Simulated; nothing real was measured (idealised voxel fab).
Module name: voxel plated lines (process module)
The figure presents cross-section cut, which has a width of 265 nm and is divided into square cells with an edge length of 5 nm.
How to read a cross-section here: the picture is a grid of square cells, written as bands going from the top down, and any band can span one or more rows of cells.
Band: top height; bottom height; in nm. Then, left to right: material with width in nm, for each material. "everywhere": a single material spanning edge to edge. "blank": empty space.
A quick word on heights: they are counted from 0, and under that level the wafer as it came to us is one material throughout. The lowest band is different from the rest in having no bottom; it simply continues downward, written as in "0 down".
Width: "30 to 40" (first number = top row, second number = bottom row, same change from row to row of cells).
"remained unchanged", as given for a step, is the statement that not any cell of the cross-section underwent a change during that step.
Reported under the label "Closed void register" are the empty spaces having no open way to the top and comprising 8 cells or more; the notation for each is width x height at distance, in which the distance is measured from the left edge and all three values are in nm.
Past the settings on a step's line: simulator remark, on that step.
overlay nm: mask offset rightward from planned place, masked step; negative means leftward offset.
Here's what the planned process steps look like:
step 1: RECEIVE with material Si
step 2: CONFORMAL_DEP with material Al2O3, thk nm 10
step 3: DIRECTIONAL_DEP with material TiN, thk nm 5
step 4: PATTERN with tone open, mask id LINES, material resist, width nm 25, pitch nm 45, thk nm 20, overlay nm 0
step 5: EPI with material Ru, thk nm 5
step 6: STRIP with etch materials resist
step 7: DIRECTIONAL_ETCH with etch materials TiN, depth nm 5
step 8: CONFORMAL_DEP with material SiCN, thk nm 10
So this is the incoming wafer in cross-section - it's already been through step 1:
  0 down = Si everywhere
  Closed void register: none
Same starting wafer, same plan as above, one mistake in the execution; this is the cross-section at the end of the module:
  25 to 15 = SiCN everywhere
  15 to 5 = Al2O3 everywhere
  5 to 0 = TiN everywhere
  0 down = Si everywhere
  Closed void register: none
Want to know what went wrong? steps 2 and 3 were swapped
